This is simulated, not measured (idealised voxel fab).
A process module follows: voxel self aligned contacts.
We display cut, a cross-section 265 nm in width whose square cells are each 5 nm.
Each cross-section below is a grid of square cells, stated as bands in top-down order, with one or more rows of cells making up each band.
Read a band's entry like this: the first values are the height of its top and the height of its bottom in nm, and what follows is the sequence of materials from left to right, each with its width in nm. Note that "blank" is empty space, and that a single material marked "full width" reaches across the band from edge to edge.
Counting heights begins at 0, where everything beneath is, in the wafer as received, one material. The lowest band has no bottom; it goes on downwards, as "0 and below" shows.
Read "30 to 40" as a graded width: first number on top, second number at the bottom, same change between each pair of neighbouring rows.
"remained unchanged" -> step changed no cross-section cell.
Any empty space of 8 cells or more lacking an open way to the top shows up in "Closed void list" as width x height at distance, distance from the left edge, in nm.
after a step's settings: what the simulator itself notes on the step
overlay nm: where the mask lay relative to plan, measured to the right, on steps with a mask; negatives go left.

# Steps in the process plan
1. RECEIVE [material Si]
2. CONFORMAL_DEP [material SiO2] [thk nm 5]
3. DIRECTIONAL_DEP [material polySi] [thk nm 30]
4. DIRECTIONAL_DEP [material SiN] [thk nm 15]
5. DIRECTIONAL_DEP [material aC] [thk nm 15]
6. PATTERN [tone cover] [mask id GATE] [material resist] [width nm 25] [pitch nm 50] [thk nm 30] [overlay nm 0]
7. DIRECTIONAL_ETCH [etch materials aC] [depth nm 15]
8. STRIP [etch materials resist]
9. DIRECTIONAL_ETCH [etch materials SiN] [depth nm 15]
10. DIRECTIONAL_ETCH [etch materials polySi] [depth nm 30]
11. STRIP [etch materials aC]
12. CONFORMAL_DEP [material SiN] [thk nm 5]
13. DIRECTIONAL_ETCH [etch materials SiN] [depth nm 5]
14. FILL_DEP [material SiO2] [thk nm 15]
15. CMP [height nm 55]
16. DIRECTIONAL_DEP [material aC] [thk nm 10]
17. PATTERN [tone open] [mask id CONTACT] [material resist] [width nm 35] [thk nm 30] [overlay nm 0]
18. DIRECTIONAL_ETCH [etch materials aC] [depth nm 10]
19. STRIP [etch materials resist]
20. DIRECTIONAL_ETCH [etch materials SiO2] [depth nm 55]
21. STRIP [etch materials aC]
22. CONFORMAL_DEP [material TiN] [thk nm 5]
23. FILL_DEP [material W] [thk nm 5]
24. CMP [height nm 55]
25. CONFORMAL_DEP [material SiN] [thk nm 5]

# Wafer as received: cross-section following step 1
> 0 and below | Si full width
> Closed void list: none

# Look at the cross-section after the module: the wafer started out the way shown above and the plan was the one shown above, yet one mistake was made along the way
> 60 down to 55 | SiN full width
> 55 down to 40 | SiO2=90  SiN=5  polySi=25  SiN=5  TiN=5  W=5  TiN=5  SiN=5  polySi=25  SiN=5  SiO2=90
> 40 down to 35 | SiO2=90  SiN=5  polySi=25  SiN=5  TiN=15  SiN=5  polySi=25  SiN=5  SiO2=90
> 35 down to 5 | polySi full width
> 5 down to 0 | SiO2 full width
> 0 and below | Si full width
> Closed void list: none
What was the processing mistake? step 3 of the plan was twice carried out
